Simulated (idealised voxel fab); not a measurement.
The following is a process module called voxel transistor to metal.
In the cross-section labelled cut, the width is 185 nm and each square cell is 5 nm.
When this document writes out a cross-section, it uses a grid of square cells and lists it as bands, beginning at the top and moving down, with a band standing for one or more rows of cells.
Band entry format. Leading values: height of top, height of bottom, nm. Remainder: materials in left-to-right order, each with its width in nm. Special words: "full width" on a single material, which then fills the band edge to edge; "air", empty space.
Below 0: as-received wafer, all one material; heights counted from there. Lowest band: no bottom, goes on down, written "0 down".
Graded width ("30->40"): value in top row of band = first number; value in bottom row = second number; row-to-row change constant.
You'll sometimes find "remains unaltered" written for a step, and that's the way of saying that nowhere in the cross-section did a cell change during that step.
"Sealed void listing" contains a list of empty spaces, each no smaller than 8 cells and without an open way to the top, written in the form width x height at distance with the distance from the left edge and all three in nm.
That trailing text on a step's line, after the settings, is the simulator's own remark on the step.
Each step line may optionally specify "overlay nm", which for a step with a mask gives the rightward distance between the mask's planned place and where it lay, a negative value indicating the leftward direction.

Process steps foreseen in the plan:
1. RECEIVE | material Si
2. OXIDIZE | depth nm 5
3. CONFORMAL_DEP | material SiN | thk nm 10
4. MASKED_ETCH | tone cover | mask id ACTIVE | width nm 100 | etch materials SiN | depth nm 10 | overlay nm 0
5. MASKED_ETCH | tone cover | mask id ACTIVE | width nm 100 | etch materials SiO2 | depth nm 5 | overlay nm 0
6. MASKED_ETCH | tone cover | mask id ACTIVE | width nm 100 | etch materials Si | depth nm 20 | overlay nm 0
7. OXIDIZE | depth nm 5
8. FILL_DEP | material SiO2 | thk nm 10
9. CMP | height nm 10
10. SELECTIVE_ETCH | etch materials SiO2 | depth nm 10
11. STRIP | etch materials SiN
12. SELECTIVE_ETCH | etch materials SiO2 | depth nm 5
13. OXIDIZE | depth nm 5
14. DIRECTIONAL_DEP | material polySi | thk nm 25
15. DIRECTIONAL_DEP | material SiCN | thk nm 15
16. PATTERN | tone cover | mask id GATE | material resist | width nm 20 | thk nm 20 | overlay nm 0
17. DIRECTIONAL_ETCH | etch materials SiCN | depth nm 25
18. DIRECTIONAL_ETCH | etch materials polySi | depth nm 35
19. STRIP | etch materials resist
20. CONFORMAL_DEP | material SiN | thk nm 5
21. DIRECTIONAL_ETCH | etch materials SiN | depth nm 5
22. DIRECTIONAL_ETCH | etch materials SiO2 | depth nm 5
23. DIRECTIONAL_ETCH | etch materials Si | depth nm 10
24. EPI | material nSi | thk nm 15
25. FILL_DEP | material SiO2 | thk nm 10
26. CMP | height nm 35
27. DIRECTIONAL_DEP | material SiO2 | thk nm 15
28. DIRECTIONAL_DEP | material aC | thk nm 10
29. PATTERN | tone open | mask id CONTACT | material resist | width nm 15 | pitch nm 75 | thk nm 25 | overlay nm 0
30. DIRECTIONAL_ETCH | etch materials aC | depth nm 10
31. STRIP | etch materials resist
32. DIRECTIONAL_ETCH | etch materials SiO2 | depth nm 55
33. STRIP | etch materials aC
34. CONFORMAL_DEP | material TiN | thk nm 5
35. FILL_DEP | material W | thk nm 10
36. CMP | height nm 50
37. CONFORMAL_DEP | material SiCN | thk nm 5
38. DIRECTIONAL_DEP | material lowk | thk nm 25
39. PATTERN | tone open | mask id METAL_1 | material resist | width nm 15 | pitch nm 75 | thk nm 20 | overlay nm 0
40. DIRECTIONAL_ETCH | etch materials lowk | depth nm 25
41. DIRECTIONAL_ETCH | etch materials SiCN | depth nm 5
42. STRIP | etch materials resist
43. CONFORMAL_DEP | material TiN | thk nm 5
44. FILL_DEP | material Ru | thk nm 5
45. CMP | height nm 80
46. CONFORMAL_DEP | material SiN | thk nm 5

Cross-section of the wafer at receipt, which is the condition after step 1:
* 0 down: Si full width
* Sealed void listing: none

First wafer at the end, as planned:
* 85 to 80: SiN full width
* 80 to 55: lowk (45); TiN (5); Ru (5); TiN (5); lowk (60); TiN (5); Ru (5); TiN (5); lowk (50)
* 55 to 50: SiCN (45); TiN (15); SiCN (60); TiN (15); SiCN (50)
* 50 to 35: SiO2 (45); TiN (5); W (5); TiN (5); SiO2 (60); TiN (5); W (5); TiN (5); SiO2 (50)
* 35 to 20: SiO2 (45); TiN (5); W (5); TiN (5); SiO2 (15); SiN (5); SiCN (20); SiN (5); SiO2 (15); TiN (5); W (5); TiN (5); SiO2 (50)
* 20 to 5: SiO2 (45); TiN (5); W (5); TiN (5); SiO2 (15); SiN (5); polySi (20); SiN (5); SiO2 (15); TiN (5); W (5); TiN (5); SiO2 (50)
* 5 to 0: SiO2 (45); TiN (5); W (5); TiN (5); nSi (15); SiN (5); polySi (20); SiN (5); nSi (15); TiN (5); W (5); TiN (5); SiO2 (50)
* 0 to -5: SiO2 (45); TiN (15); nSi (15); SiN (5); polySi (20); SiN (5); nSi (15); TiN (15); SiO2 (50)
* -5 to -10: SiO2 (40); nSi (35); SiO2 (30); nSi (35); SiO2 (45)
* -10 to -20: SiO2 (45); nSi (30); Si (30); nSi (30); SiO2 (50)
* -20 to -30: SiO2 (45); Si (90); SiO2 (50)
* -30 down: Si full width
* Sealed void listing: none

Wafer two (of two), end-of-module cross-section: start = wafer one, plan = wafer one, one run mistake:
* 85 to 80: SiN full width
* 80 to 70: lowk (45); TiN (5); Ru (5); TiN (5); lowk (60); TiN (5); Ru (5); TiN (5); lowk (50)
* 70 to 65: SiCN (45); TiN (15); SiCN (60); TiN (15); SiCN (50)
* 65 to 55: W full width
* 55 to 50: TiN (50); W (5); TiN (70); W (5); TiN (55)
* 50 to 35: SiO2 (45); TiN (5); W (5); TiN (5); SiO2 (60); TiN (5); W (5); TiN (5); SiO2 (50)
* 35 to 20: SiO2 (45); TiN (5); W (5); TiN (5); SiO2 (15); SiN (5); SiCN (20); SiN (5); SiO2 (15); TiN (5); W (5); TiN (5); SiO2 (50)
* 20 to 5: SiO2 (45); TiN (5); W (5); TiN (5); SiO2 (15); SiN (5); polySi (20); SiN (5); SiO2 (15); TiN (5); W (5); TiN (5); SiO2 (50)
* 5 to 0: SiO2 (45); TiN (5); W (5); TiN (5); nSi (15); SiN (5); polySi (20); SiN (5); nSi (15); TiN (5); W (5); TiN (5); SiO2 (50)
* 0 to -5: SiO2 (45); TiN (15); nSi (15); SiN (5); polySi (20); SiN (5); nSi (15); TiN (15); SiO2 (50)
* -5 to -10: SiO2 (40); nSi (35); SiO2 (30); nSi (35); SiO2 (45)
* -10 to -20: SiO2 (45); nSi (30); Si (30); nSi (30); SiO2 (50)
* -20 to -30: SiO2 (45); Si (90); SiO2 (50)
* -30 down: Si full width
* Sealed void listing: none
Processing error: step 36 of the plan never got run, it was skipped over
Final tally in cells, some materials are higher or lower on the second wafer than on the first: Ru -6, TiN +23, W +76, lowk -93
